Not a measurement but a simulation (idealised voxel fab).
Process module heading - voxel capacitor over wiring
Pictured: cross-section cut, 285 nm wide, on a grid of 5 nm square cells.
In this document a cross-section is written as a grid of square cells. It is given as a series of bands, listed from the top down, and a band is one or more rows of cells.
In this notation a band is specified by the heights of its top and bottom, in that order and in nm, after which its materials appear from left to right, each paired with its width in nm. The word "everywhere" attached to a single material means that material fills the band from edge to edge; the word "blank" stands for empty space.
Heights are reckoned from 0. Under this level, the received wafer is all of one material. The bottommost band is open-ended downward, for example "from 0 down".
Read "30->40" as a graded width: first number on top, second number at the bottom, same change between each pair of neighbouring rows.
You'll sometimes find "nothing different" written for a step, and that's the way of saying that nowhere in the cross-section did a cell change during that step.
The entry titled "Closed void register" provides the empty spaces that have no open way to the top, restricted to those of 8 cells or more. Each is presented as width x height at distance, the distance being measured from the left edge, with all three in nm.
On a step's line, text after the settings is the simulator commenting on that step.
"overlay nm" on a masked step: distance the mask lay right of its planned place, negative for left.

Process steps foreseen in the plan
1: RECEIVE | material Si
2: CONFORMAL_DEP | material SiO2 | thk nm 10
3: DIRECTIONAL_DEP | material TiN | thk nm 5
4: DIRECTIONAL_DEP | material Ru | thk nm 25
5: PATTERN | tone cover | mask id METAL_1 | material resist | width nm 20 | pitch nm 75 | thk nm 20 | overlay nm 0
6: DIRECTIONAL_ETCH | etch materials Ru | depth nm 25
7: DIRECTIONAL_ETCH | etch materials TiN | depth nm 5
8: STRIP | etch materials resist
9: CONFORMAL_DEP | material SiN | thk nm 5
10: FILL_DEP | material lowk | thk nm 5
11: CMP | height nm 40
12: CONFORMAL_DEP | material SiCN | thk nm 5
13: DIRECTIONAL_DEP | material SiO2 | thk nm 20
14: DIRECTIONAL_DEP | material aC | thk nm 10
15: PATTERN | tone open | mask id PLUG_1 | material resist | width nm 15 | thk nm 30 | overlay nm 0
16: DIRECTIONAL_ETCH | etch materials aC | depth nm 10
17: STRIP | etch materials resist
18: DIRECTIONAL_ETCH | etch materials SiO2 | depth nm 20
19: DIRECTIONAL_ETCH | etch materials SiCN | depth nm 5
20: STRIP | etch materials aC
21: EPI | material Ru | thk nm 10
22: EPI | material Ru | thk nm 10
23: EPI | material Ru | thk nm 5
24: DIRECTIONAL_DEP | material TiN | thk nm 10
25: DIRECTIONAL_DEP | material Al2O3 | thk nm 5
26: DIRECTIONAL_DEP | material TiN | thk nm 5
27: DIRECTIONAL_DEP | material aC | thk nm 15
28: PATTERN | tone cover | mask id UPPER_PLATE | material resist | width nm 60 | thk nm 35 | overlay nm 0
29: DIRECTIONAL_ETCH | etch materials aC | depth nm 15
30: STRIP | etch materials resist
31: DIRECTIONAL_ETCH | etch materials TiN | depth nm 5
32: DIRECTIONAL_ETCH | etch materials Al2O3 | depth nm 5
33: STRIP | etch materials aC
34: MASKED_ETCH | tone cover | mask id LOWER_PLATE | width nm 70 | etch materials TiN | depth nm 10 | overlay nm 0
35: FILL_DEP | material SiO2 | thk nm 20
36: CMP | height nm 100
37: PATTERN | tone open | mask id PLUG_2 | material resist | width nm 15 | thk nm 15 | overlay nm 0
38: DIRECTIONAL_ETCH | etch materials SiO2 | depth nm 15
39: STRIP | etch materials resist
40: CONFORMAL_DEP | material TiN | thk nm 5
41: FILL_DEP | material Cu | thk nm 5
42: CMP | height nm 100
43: CONFORMAL_DEP | material SiN | thk nm 5

First of two wafers - as planned

Incoming wafer in cross-section (state: after step 1)
    from 0 down  Si everywhere
    Closed void register: none

Cross-section of the wafer after step 2
    from 10 to 0  SiO2 everywhere
    Heights below 0 show no change.

Cross-section of the wafer after step 3
    from 15 to 10  TiN everywhere
    Heights below 10 show no change.

Cross-section of the wafer after step 4
    from 40 to 15  Ru everywhere
    Heights below 15 show no change.

Cross-section of the wafer after step 5
    from 60 to 40  blank 95 nm / resist 20 nm / blank 55 nm / resist 20 nm / blank 95 nm
    Heights below 40 show no change.

Cross-section of the wafer after step 6
    from 60 to 40  blank 95 nm / resist 20 nm / blank 55 nm / resist 20 nm / blank 95 nm
    from 40 to 15  blank 95 nm / Ru 20 nm / blank 55 nm / Ru 20 nm / blank 95 nm
    Heights below 15 show no change.

Cross-section of the wafer after step 7
    from 60 to 40  blank 95 nm / resist 20 nm / blank 55 nm / resist 20 nm / blank 95 nm
    from 40 to 15  blank 95 nm / Ru 20 nm / blank 55 nm / Ru 20 nm / blank 95 nm
    from 15 to 10  blank 95 nm / TiN 20 nm / blank 55 nm / TiN 20 nm / blank 95 nm
    Heights below 10 show no change.

Cross-section of the wafer after step 8
    from 40 to 15  blank 95 nm / Ru 20 nm / blank 55 nm / Ru 20 nm / blank 95 nm
    Heights below 15 show no change.

Cross-section of the wafer after step 9
    from 45 to 40  blank 90 nm / SiN 30 nm / blank 45 nm / SiN 30 nm / blank 90 nm
    from 40 to 15  blank 90 nm / SiN 5 nm / Ru 20 nm / SiN 5 nm / blank 45 nm / SiN 5 nm / Ru 20 nm / SiN 5 nm / blank 90 nm
    from 15 to 10  SiN 95 nm / TiN 20 nm / SiN 55 nm / TiN 20 nm / SiN 95 nm
    Heights below 10 show no change.

Cross-section of the wafer after step 10
    from 50 to 45  lowk everywhere
    from 45 to 40  lowk 90 nm / SiN 30 nm / lowk 45 nm / SiN 30 nm / lowk 90 nm
    from 40 to 15  lowk 90 nm / SiN 5 nm / Ru 20 nm / SiN 5 nm / lowk 45 nm / SiN 5 nm / Ru 20 nm / SiN 5 nm / lowk 90 nm
    Heights below 15 show no change.

Cross-section of the wafer after step 11
    from 40 to 15  lowk 90 nm / SiN 5 nm / Ru 20 nm / SiN 5 nm / lowk 45 nm / SiN 5 nm / Ru 20 nm / SiN 5 nm / lowk 90 nm
    Heights below 15 show no change.

Cross-section of the wafer after step 12
    from 45 to 40  SiCN everywhere
    Heights below 40 show no change.

Cross-section of the wafer after step 13
    from 65 to 45  SiO2 everywhere
    Heights below 45 show no change.

Cross-section of the wafer after step 14
    from 75 to 65  aC everywhere
    Heights below 65 show no change.

Cross-section of the wafer after step 15
    from 105 to 75  resist 100 nm / blank 15 nm / resist 170 nm
    Heights below 75 show no change.

Cross-section of the wafer after step 16
    from 95 to 75  resist 100 nm / blank 15 nm / resist 170 nm
    from 75 to 65  aC 100 nm / blank 15 nm / aC 170 nm
    Heights below 65 show no change.

Cross-section of the wafer after step 17
    from 75 to 65  aC 100 nm / blank 15 nm / aC 170 nm
    Heights below 65 show no change.

Cross-section of the wafer after step 18
    from 75 to 65  aC 100 nm / blank 15 nm / aC 170 nm
    from 65 to 45  SiO2 100 nm / blank 15 nm / SiO2 170 nm
    Heights below 45 show no change.

Cross-section of the wafer after step 19
    from 75 to 65  aC 100 nm / blank 15 nm / aC 170 nm
    from 65 to 45  SiO2 100 nm / blank 15 nm / SiO2 170 nm
    from 45 to 40  SiCN 100 nm / blank 15 nm / SiCN 170 nm
    Heights below 40 show no change.

Cross-section of the wafer after step 20
    from 65 to 45  SiO2 100 nm / blank 15 nm / SiO2 170 nm
    Heights below 45 show no change.

Cross-section of the wafer after step 21
    from 65 to 50  SiO2 100 nm / blank 15 nm / SiO2 170 nm
    from 50 to 45  SiO2 100 nm / Ru 15 nm / SiO2 170 nm
    from 45 to 40  SiCN 100 nm / Ru 15 nm / SiCN 170 nm
    Heights below 40 show no change.

Cross-section of the wafer after step 22
    from 65 to 60  SiO2 100 nm / blank 15 nm / SiO2 170 nm
    from 60 to 45  SiO2 100 nm / Ru 15 nm / SiO2 170 nm
    Heights below 45 show no change.

Cross-section of the wafer after step 23
    from 65 to 45  SiO2 100 nm / Ru 15 nm / SiO2 170 nm
    Heights below 45 show no change.

Cross-section of the wafer after step 24
    from 75 to 65  TiN everywhere
    Heights below 65 show no change.

Cross-section of the wafer after step 25
    from 80 to 75  Al2O3 everywhere
    Heights below 75 show no change.

Cross-section of the wafer after step 26
    from 85 to 80  TiN everywhere
    Heights below 80 show no change.

Cross-section of the wafer after step 27
    from 100 to 85  aC everywhere
    Heights below 85 show no change.

Cross-section of the wafer after step 28
    from 135 to 100  blank 100 nm / resist 60 nm / blank 125 nm
    Heights below 100 show no change.

Cross-section of the wafer after step 29
    from 120 to 100  blank 100 nm / resist 60 nm / blank 125 nm
    from 100 to 85  blank 100 nm / aC 60 nm / blank 125 nm
    Heights below 85 show no change.

Cross-section of the wafer after step 30
    from 100 to 85  blank 100 nm / aC 60 nm / blank 125 nm
    Heights below 85 show no change.

Cross-section of the wafer after step 31
    from 100 to 85  blank 100 nm / aC 60 nm / blank 125 nm
    from 85 to 80  blank 100 nm / TiN 60 nm / blank 125 nm
    Heights below 80 show no change.

Cross-section of the wafer after step 32
    from 100 to 85  blank 100 nm / aC 60 nm / blank 125 nm
    from 85 to 80  blank 100 nm / TiN 60 nm / blank 125 nm
    from 80 to 75  blank 100 nm / Al2O3 60 nm / blank 125 nm
    Heights below 75 show no change.

Cross-section of the wafer after step 33
    from 85 to 80  blank 100 nm / TiN 60 nm / blank 125 nm
    Heights below 80 show no change.

Cross-section of the wafer after step 34
    from 85 to 80  blank 100 nm / TiN 60 nm / blank 125 nm
    from 80 to 75  blank 100 nm / Al2O3 60 nm / blank 125 nm
    from 75 to 65  blank 95 nm / TiN 70 nm / blank 120 nm
    Heights below 65 show no change.

Cross-section of the wafer after step 35
    from 105 to 85  SiO2 everywhere
    from 85 to 80  SiO2 100 nm / TiN 60 nm / SiO2 125 nm
    from 80 to 75  SiO2 100 nm / Al2O3 60 nm / SiO2 125 nm
    from 75 to 65  SiO2 95 nm / TiN 70 nm / SiO2 120 nm
    Heights below 65 show no change.

Cross-section of the wafer after step 36
    from 100 to 85  SiO2 everywhere
    Heights below 85 show no change.

Cross-section of the wafer after step 37
    from 115 to 100  resist 110 nm / blank 15 nm / resist 160 nm
    Heights below 100 show no change.

Cross-section of the wafer after step 38
    from 115 to 100  resist 110 nm / blank 15 nm / resist 160 nm
    from 100 to 85  SiO2 110 nm / blank 15 nm / SiO2 160 nm
    Heights below 85 show no change.

Cross-section of the wafer after step 39
    from 100 to 85  SiO2 110 nm / blank 15 nm / SiO2 160 nm
    Heights below 85 show no change.

Cross-section of the wafer after step 40
    from 105 to 100  TiN 115 nm / blank 5 nm / TiN 165 nm
    from 100 to 90  SiO2 110 nm / TiN 5 nm / blank 5 nm / TiN 5 nm / SiO2 160 nm
    from 90 to 80  SiO2 110->100 nm / TiN 15->60 nm / SiO2 160->125 nm
    Heights below 80 show no change.

Cross-section of the wafer after step 41
    from 110 to 105  Cu everywhere
    from 105 to 100  TiN 115 nm / Cu 5 nm / TiN 165 nm
    from 100 to 90  SiO2 110 nm / TiN 5 nm / Cu 5 nm / TiN 5 nm / SiO2 160 nm
    Heights below 90 show no change.

Cross-section of the wafer after step 42
    from 100 to 90  SiO2 110 nm / TiN 5 nm / Cu 5 nm / TiN 5 nm / SiO2 160 nm
    Heights below 90 show no change.

Cross-section of the wafer after step 43
    from 105 to 100  SiN everywhere
    Heights below 100 show no change.

What follows concerns the second wafer, which started out like the first and was meant to follow the very same plan; one mistake crept in when it was run, but everything up to and including step 12 is the same as for the first wafer

What the second wafer looks like in cross-section when step 13 should have wrapped up
    from 65 to 45  Ru everywhere
    Heights below 45 show no change.

What the second wafer looks like in cross-section when step 14 should have wrapped up
    from 75 to 65  aC everywhere
    Heights below 65 show no change.

What the second wafer looks like in cross-section when step 15 should have wrapped up
    from 105 to 75  resist 100 nm / blank 15 nm / resist 170 nm
    Heights below 75 show no change.

What the second wafer looks like in cross-section when step 16 should have wrapped up
    from 95 to 75  resist 100 nm / blank 15 nm / resist 170 nm
    from 75 to 65  aC 100 nm / blank 15 nm / aC 170 nm
    Heights below 65 show no change.

What the second wafer looks like in cross-section when step 17 should have wrapped up
    from 75 to 65  aC 100 nm / blank 15 nm / aC 170 nm
    Heights below 65 show no change.

What the second wafer looks like in cross-section when step 18 should have wrapped up: nothing different

What the second wafer looks like in cross-section when step 19 should have wrapped up: nothing different

What the second wafer looks like in cross-section when step 20 should have wrapped up
    from 65 to 45  Ru everywhere
    Heights below 45 show no change.

What the second wafer looks like in cross-section when step 21 should have wrapped up
    from 75 to 45  Ru everywhere
    Heights below 45 show no change.

What the second wafer looks like in cross-section when step 22 should have wrapped up
    from 85 to 45  Ru everywhere
    Heights below 45 show no change.

What the second wafer looks like in cross-section when step 23 should have wrapped up
    from 90 to 45  Ru everywhere
    Heights below 45 show no change.

What the second wafer looks like in cross-section when step 24 should have wrapped up
    from 100 to 90  TiN everywhere
    Heights below 90 show no change.

What the second wafer looks like in cross-section when step 25 should have wrapped up
    from 105 to 100  Al2O3 everywhere
    Heights below 100 show no change.

What the second wafer looks like in cross-section when step 26 should have wrapped up
    from 110 to 105  TiN everywhere
    Heights below 105 show no change.

What the second wafer looks like in cross-section when step 27 should have wrapped up
    from 125 to 110  aC everywhere
    Heights below 110 show no change.

What the second wafer looks like in cross-section when step 28 should have wrapped up
    from 160 to 125  blank 100 nm / resist 60 nm / blank 125 nm
    Heights below 125 show no change.

What the second wafer looks like in cross-section when step 29 should have wrapped up
    from 145 to 125  blank 100 nm / resist 60 nm / blank 125 nm
    from 125 to 110  blank 100 nm / aC 60 nm / blank 125 nm
    Heights below 110 show no change.

What the second wafer looks like in cross-section when step 30 should have wrapped up
    from 125 to 110  blank 100 nm / aC 60 nm / blank 125 nm
    Heights below 110 show no change.

What the second wafer looks like in cross-section when step 31 should have wrapped up
    from 125 to 110  blank 100 nm / aC 60 nm / blank 125 nm
    from 110 to 105  blank 100 nm / TiN 60 nm / blank 125 nm
    Heights below 105 show no change.

What the second wafer looks like in cross-section when step 32 should have wrapped up
    from 125 to 110  blank 100 nm / aC 60 nm / blank 125 nm
    from 110 to 105  blank 100 nm / TiN 60 nm / blank 125 nm
    from 105 to 100  blank 100 nm / Al2O3 60 nm / blank 125 nm
    Heights below 100 show no change.

What the second wafer looks like in cross-section when step 33 should have wrapped up
    from 110 to 105  blank 100 nm / TiN 60 nm / blank 125 nm
    Heights below 105 show no change.

What the second wafer looks like in cross-section when step 34 should have wrapped up
    from 110 to 105  blank 100 nm / TiN 60 nm / blank 125 nm
    from 105 to 100  blank 100 nm / Al2O3 60 nm / blank 125 nm
    from 100 to 90  blank 95 nm / TiN 70 nm / blank 120 nm
    Heights below 90 show no change.

What the second wafer looks like in cross-section when step 35 should have wrapped up
    from 130 to 110  SiO2 everywhere
    from 110 to 105  SiO2 100 nm / TiN 60 nm / SiO2 125 nm
    from 105 to 100  SiO2 100 nm / Al2O3 60 nm / SiO2 125 nm
    from 100 to 90  SiO2 95 nm / TiN 70 nm / SiO2 120 nm
    Heights below 90 show no change.

What the second wafer looks like in cross-section when step 36 should have wrapped up
    from 100 to 90  SiO2 95 nm / TiN 70 nm / SiO2 120 nm
    Heights below 90 show no change.

What the second wafer looks like in cross-section when step 37 should have wrapped up
    from 115 to 100  resist 110 nm / blank 15 nm / resist 160 nm
    Heights below 100 show no change.

What the second wafer looks like in cross-section when step 38 should have wrapped up: nothing different

What the second wafer looks like in cross-section when step 39 should have wrapped up
    from 100 to 90  SiO2 95 nm / TiN 70 nm / SiO2 120 nm
    Heights below 90 show no change.

What the second wafer looks like in cross-section when step 40 should have wrapped up
    from 105 to 100  TiN everywhere
    Heights below 100 show no change.

What the second wafer looks like in cross-section when step 41 should have wrapped up
    from 110 to 105  Cu everywhere
    Heights below 105 show no change.

What the second wafer looks like in cross-section when step 42 should have wrapped up
    from 100 to 90  SiO2 95 nm / TiN 70 nm / SiO2 120 nm
    Heights below 90 show no change.

What the second wafer looks like in cross-section when step 43 should have wrapped up
    from 105 to 100  SiN everywhere
    Heights below 100 show no change.
What was the processing mistake? it should be noted that step 13 was executed with settings other than those planned, the operation and settings actually applied being DIRECTIONAL_DEP | material Ru | thk nm 20
FYI, end of process, the second wafer has more or fewer cells of some materials than the first: -12 Al2O3 | -2 Cu | +498 Ru | +3 SiCN | -468 SiO2 | -19 TiN
